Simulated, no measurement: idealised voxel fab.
A process module follows: voxel ribs on slabs.
Section cut is 250 nm wide and gridded with 5 nm square cells.
Each cross-section below is a grid of square cells, stated as bands in top-down order, with one or more rows of cells making up each band. Top height, bottom height, nm. Materials left to right, width each, nm. Single material + "edge to edge" = fills band edge to edge. "air" = empty. Where do heights start? At 0: under that level the wafer as delivered is made of one material only. And the lowest band has no floor; it just carries on downward, as in "from 0 down". The expression "30->40" gives the width at the extremes of the band, the first number at its top row of cells and the second at its bottom row, with the width changing by equal amounts from each row to the next in between. The cross-section has no changed cell in any step marked "left unchanged". For the entry "Trapped void list", the listed items are empty spaces with no open way to the top whose size is 8 cells or more; each item follows the pattern width x height at distance, where distance is from the left edge and all three are in nm. Heads up: the bit after the settings on a step's line is the simulator's remark on that step. What "overlay nm" on a step's line means: if the step has a mask, that mask lay this far to the right of its planned place, or, when the value is negative, to the left.

The following list gives the planned process steps
step 1: op RECEIVE | material Si
step 2: op DIRECTIONAL_DEP | material SiO2 | thk nm 20
step 3: op DIRECTIONAL_DEP | material SiN | thk nm 20
step 4: op PATTERN | tone cover | mask id RIB | material resist | width nm 25 | thk nm 20 | overlay nm 0
step 5: op DIRECTIONAL_ETCH | etch materials SiN | depth nm 10
step 6: op STRIP | etch materials resist
step 7: op PATTERN | tone cover | mask id SLAB | material resist | width nm 55 | thk nm 15 | overlay nm 0
step 8: op DIRECTIONAL_ETCH | etch materials SiN | depth nm 10
step 9: op STRIP | etch materials resist
step 10: op FILL_DEP | material SiO2 | thk nm 15
step 11: op CMP | height nm 50
step 12: op DIRECTIONAL_DEP | material TiN | thk nm 10
step 13: op MASKED_ETCH | tone cover | mask id HEATER | width nm 35 | etch materials TiN | depth nm 10 | overlay nm 0
step 14: op CONFORMAL_DEP | material SiN | thk nm 10

Cross-section of the incoming wafer, state after step 1
    from 0 down  Si edge to edge
    Trapped void list: none

End state of the module in cross-section, given the above starting point and plan and one mistake in execution
    from 70 to 60  air: 95, then SiN: 55, then air: 100
    from 60 to 50  SiN: 105, then TiN: 35, then SiN: 110
    from 50 to 40  SiO2: 95, then SiN: 55, then SiO2: 100
    from 40 to 0  SiO2 edge to edge
    from 0 down  Si edge to edge
    Trapped void list: none
Run error: step 2 was run twice
